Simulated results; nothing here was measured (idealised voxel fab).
You're looking at the process module voxel capacitor over wiring.
Section cut is 250 nm wide and gridded with 5 nm square cells.
Cross-sections here: square-cell grids, written as top-down lists of bands, a band being one or more rows of cells. Read a band's entry like this: the first values are the height of its top and the height of its bottom in nm, and what follows is the sequence of materials from left to right, each with its width in nm. Note that "air" is empty space, and that a single material marked "all across" reaches across the band from edge to edge. Zero point of the height axis is 0; under it, received wafer = one material. Lowest band: continues down indefinitely, "z 0 and below". A two-number width, for instance "30..40", indicates that the width is equal to the first number in the top row of the band and to the second number in the bottom row, and that it changes by a constant amount per row of cells. What does "remained the same" mean for a step? It means no cell of the cross-section changed in that step. "Closed-off voids": sealed empty spaces, 8 cells or more, no open way to top, listed width x height at distance, with distance from the left edge and width, height and distance in nm. On each step's line, the part that comes after the settings is the simulator's own comment on the step. overlay nm: for a step with a mask, the amount by which the mask lay right of where it was planned; a negative amount means left of it.
**List of planned process steps**
1 RECEIVE,material Si
2 CONFORMAL_DEP,material SiO2,thk nm 10
3 DIRECTIONAL_DEP,material TiN,thk nm 5
4 DIRECTIONAL_DEP,material W,thk nm 15
5 DIRECTIONAL_DEP,material aC,thk nm 15
6 PATTERN,tone cover,mask id METAL_1,material resist,width nm 20,pitch nm 70,thk nm 30,overlay nm 0
7 DIRECTIONAL_ETCH,etch materials aC,depth nm 15
8 STRIP,etch materials resist
9 DIRECTIONAL_ETCH,etch materials W,depth nm 15
10 DIRECTIONAL_ETCH,etch materials TiN,depth nm 5
11 STRIP,etch materials aC
12 FILL_DEP,material lowk,thk nm 5
13 CMP,height nm 30
14 CONFORMAL_DEP,material SiCN,thk nm 5
15 DIRECTIONAL_DEP,material lowk,thk nm 10
16 DIRECTIONAL_DEP,material aC,thk nm 15
17 PATTERN,tone open,mask id PLUG_1,material resist,width nm 15,thk nm 35,overlay nm 0
18 DIRECTIONAL_ETCH,etch materials aC,depth nm 15
19 STRIP,etch materials resist
20 DIRECTIONAL_ETCH,etch materials lowk,depth nm 10
21 DIRECTIONAL_ETCH,etch materials SiCN,depth nm 5
22 STRIP,etch materials aC
23 CONFORMAL_DEP,material TiN,thk nm 5
24 FILL_DEP,material Ru,thk nm 10
25 CMP,height nm 45
26 DIRECTIONAL_DEP,material TiN,thk nm 10
27 DIRECTIONAL_DEP,material Al2O3,thk nm 5
28 DIRECTIONAL_DEP,material TiN,thk nm 5
29 PATTERN,tone cover,mask id UPPER_PLATE,material resist,width nm 55,thk nm 20,overlay nm 0
30 DIRECTIONAL_ETCH,etch materials TiN,depth nm 5
31 DIRECTIONAL_ETCH,etch materials Al2O3,depth nm 5
32 STRIP,etch materials resist
33 PATTERN,tone cover,mask id LOWER_PLATE,material resist,width nm 65,thk nm 20,overlay nm 0
34 DIRECTIONAL_ETCH,etch materials TiN,depth nm 10
35 STRIP,etch materials resist
36 FILL_DEP,material SiO2,thk nm 20
37 CMP,height nm 80
38 MASKED_ETCH,tone open,mask id PLUG_2,width nm 15,etch materials SiO2,depth nm 15,overlay nm 0
39 CONFORMAL_DEP,material TiN,thk nm 5
40 FILL_DEP,material W,thk nm 5
41 CMP,height nm 80
42 CONFORMAL_DEP,material SiCN,thk nm 5
**Delivered wafer in cross-section: state after step 1**
- z 0 and below | Si all across
- Closed-off voids: none
**The first of the two wafers as seen in cross-section once the module was finished; processing followed the plan**
- z 85 to 80 | SiCN all across
- z 80 to 70 | SiO2=95; TiN=5; W=5; TiN=5; SiO2=140
- z 70 to 60 | SiO2=95..85; TiN=15..55; SiO2=140..110
- z 60 to 55 | SiO2=85; Al2O3=55; SiO2=110
- z 55 to 45 | SiO2=80; TiN=65; SiO2=105
- z 45 to 35 | lowk=85; TiN=5; Ru=5; TiN=5; lowk=150
- z 35 to 30 | SiCN=85; TiN=15; SiCN=150
- z 30 to 15 | lowk=80; W=20; lowk=50; W=20; lowk=80
- z 15 to 10 | lowk=80; TiN=20; lowk=50; TiN=20; lowk=80
- z 10 to 0 | SiO2 all across
- z 0 and below | Si all across
- Closed-off voids: none
**Cross-section, wafer two of two, end of module: same start and plan as wafer one, one error in execution**
- z 85 to 80 | SiCN all across
- z 80 to 70 | SiO2=95; TiN=5; W=5; TiN=5; SiO2=140
- z 70 to 65 | SiO2=95; TiN=15; SiO2=140
- z 65 to 60 | SiCN all across
- z 60 to 55 | Al2O3 all across
- z 55 to 45 | TiN all across
- z 45 to 35 | lowk=85; TiN=5; Ru=5; TiN=5; lowk=150
- z 35 to 30 | SiCN=85; TiN=15; SiCN=150
- z 30 to 15 | lowk=80; W=20; lowk=50; W=20; lowk=80
- z 15 to 10 | lowk=80; TiN=20; lowk=50; TiN=20; lowk=80
- z 10 to 0 | SiO2 all across
- z 0 and below | Si all across
- Closed-off voids: none
Deviation from plan: planned and actual differ for step 28; actual: DIRECTIONAL_DEP,material SiCN,thk nm 5
In the final state, the cell counts of the second wafer exceed or fall short of those of the first for the following materials: Al2O3 +39; SiCN +50; SiO2 -152; TiN +63
